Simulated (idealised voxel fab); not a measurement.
The document below concerns the process module designated voxel capacitor over wiring.
Cross-section cut: width 275 nm, square cells of 5 nm.
Think of the cross-section as a grid of square cells. We describe it in bands, top to bottom, and each band covers one or more rows of those cells.
In this notation a band is specified by the heights of its top and bottom, in that order and in nm, after which its materials appear from left to right, each paired with its width in nm. The word "throughout" attached to a single material means that material fills the band from edge to edge; the word "air" stands for empty space.
Note: height 0 marks the level under which the wafer is uniformly one material as received. Lowest band unbounded below, written "z 0 and below".
With a width like "30..40", each row of cells in the band differs from the next by the same amount, the top row carrying the first number and the bottom row the second.
"nothing different" (step): cross-section cells unchanged, all of them.
In "Closed void table" the enclosed voids are listed, meaning empty spaces of 8 cells or larger without any opening to the top. The form is width x height at distance, distance from the left edge, units nm.
Step line, after settings: the simulator's comment on this step.
"overlay nm" on a masked step: distance the mask lay right of its planned place, negative for left.
## These are the steps we planned for the process
1: RECEIVE: material Si
2: CONFORMAL_DEP: material SiO2, thk nm 10
3: DIRECTIONAL_DEP: material TiN, thk nm 5
4: DIRECTIONAL_DEP: material Ru, thk nm 15
5: DIRECTIONAL_DEP: material aC, thk nm 10
6: PATTERN: tone cover, mask id METAL_1, material resist, width nm 25, pitch nm 85, thk nm 30, overlay nm 0
7: DIRECTIONAL_ETCH: etch materials aC, depth nm 10
8: STRIP: etch materials resist
9: DIRECTIONAL_ETCH: etch materials Ru, depth nm 15
10: DIRECTIONAL_ETCH: etch materials TiN, depth nm 5
11: STRIP: etch materials aC
12: CONFORMAL_DEP: material SiN, thk nm 5
13: FILL_DEP: material lowk, thk nm 5
14: CMP: height nm 30
15: CONFORMAL_DEP: material SiCN, thk nm 5
16: DIRECTIONAL_DEP: material lowk, thk nm 20
17: PATTERN: tone open, mask id PLUG_1, material resist, width nm 15, thk nm 15, overlay nm 0
18: DIRECTIONAL_ETCH: etch materials lowk, depth nm 20
19: DIRECTIONAL_ETCH: etch materials SiCN, depth nm 5
20: STRIP: etch materials resist
21: EPI: material Ru, thk nm 10
22: EPI: material Ru, thk nm 10
23: EPI: material Ru, thk nm 5
24: DIRECTIONAL_DEP: material TiN, thk nm 5
25: DIRECTIONAL_DEP: material Al2O3, thk nm 5
26: DIRECTIONAL_DEP: material TiN, thk nm 5
27: PATTERN: tone cover, mask id UPPER_PLATE, material resist, width nm 65, thk nm 20, overlay nm -15
28: DIRECTIONAL_ETCH: etch materials TiN, depth nm 5
29: DIRECTIONAL_ETCH: etch materials Al2O3, depth nm 5
30: STRIP: etch materials resist
31: PATTERN: tone cover, mask id LOWER_PLATE, material resist, width nm 75, thk nm 20, overlay nm 0
32: DIRECTIONAL_ETCH: etch materials TiN, depth nm 5
33: STRIP: etch materials resist
34: FILL_DEP: material SiO2, thk nm 20
35: CMP: height nm 85
36: PATTERN: tone open, mask id PLUG_2, material resist, width nm 15, thk nm 20, overlay nm 0
37: DIRECTIONAL_ETCH: etch materials SiO2, depth nm 15
38: STRIP: etch materials resist
39: CONFORMAL_DEP: material TiN, thk nm 5
40: FILL_DEP: material W, thk nm 5
41: CMP: height nm 85
42: CONFORMAL_DEP: material SiCN, thk nm 5
Split variable: overlay nm, step 27. Plan value = first wafer. Wafers start alike.
## The first of several wafers in cross-section, exactly as it reached us after step 1
* z 0 and below  Si throughout
* Closed void table: none
## Here's the first of several wafers in cross-section, end of the module, after the last step, step 42
* z 90 to 85  SiCN throughout
* z 85 to 75  SiO2 100  TiN 5  W 5  TiN 5  SiO2 160
* z 75 to 65  SiO2 100..85  TiN 15..55  SiO2 160..135
* z 65 to 60  SiO2 75  Al2O3 65  SiO2 135
* z 60 to 55  SiO2 75  TiN 85  SiO2 115
* z 55 to 35  lowk 90  Ru 15  lowk 170
* z 35 to 30  SiCN 90  Ru 15  SiCN 170
* z 30 to 15  lowk 75  SiN 5  Ru 25  SiN 5  lowk 50  SiN 5  Ru 25  SiN 5  lowk 80
* z 15 to 10  SiN 80  TiN 25  SiN 60  TiN 25  SiN 85
* z 10 to 0  SiO2 throughout
* z 0 and below  Si throughout
* Closed void table: none
## Final wafer of several, shown in cross-section at the end of the module
* z 90 to 85  SiCN throughout
* z 85 to 75  SiO2 100  TiN 5  W 5  TiN 5  SiO2 160
* z 75 to 65  SiO2 100..105  TiN 15..55  SiO2 160..115
* z 65 to 60  SiO2 105  Al2O3 65  SiO2 105
* z 60 to 55  SiO2 85  TiN 85  SiO2 105
* z 55 to 35  lowk 90  Ru 15  lowk 170
* z 35 to 30  SiCN 90  Ru 15  SiCN 170
* z 30 to 15  lowk 75  SiN 5  Ru 25  SiN 5  lowk 50  SiN 5  Ru 25  SiN 5  lowk 80
* z 15 to 10  SiN 80  TiN 25  SiN 60  TiN 25  SiN 85
* z 10 to 0  SiO2 throughout
* z 0 and below  Si throughout
* Closed void table: none
## Gained (+) or lost (-) cells of each material since receipt, then closed voids: one row per wafer, at the end of the module
overlay nm -15, +13 Al2O3, +45 Ru, +107 SiCN, +57 SiN, +390 SiO2, +45 TiN, +2 W, +331 lowk, Closed void table: none
overlay nm -10, +13 Al2O3, +45 Ru, +107 SiCN, +57 SiN, +390 SiO2, +45 TiN, +2 W, +331 lowk, Closed void table: none
overlay nm -5, +13 Al2O3, +45 Ru, +107 SiCN, +57 SiN, +390 SiO2, +45 TiN, +2 W, +331 lowk, Closed void table: none
overlay nm 0, +13 Al2O3, +45 Ru, +107 SiCN, +57 SiN, +390 SiO2, +45 TiN, +2 W, +331 lowk, Closed void table: none
overlay nm 5, +13 Al2O3, +45 Ru, +107 SiCN, +57 SiN, +390 SiO2, +45 TiN, +2 W, +331 lowk, Closed void table: none
overlay nm 10, +13 Al2O3, +45 Ru, +107 SiCN, +57 SiN, +390 SiO2, +45 TiN, +2 W, +331 lowk, Closed void table: none
overlay nm 15, +13 Al2O3, +45 Ru, +107 SiCN, +57 SiN, +390 SiO2, +45 TiN, +2 W, +331 lowk, Closed void table: none
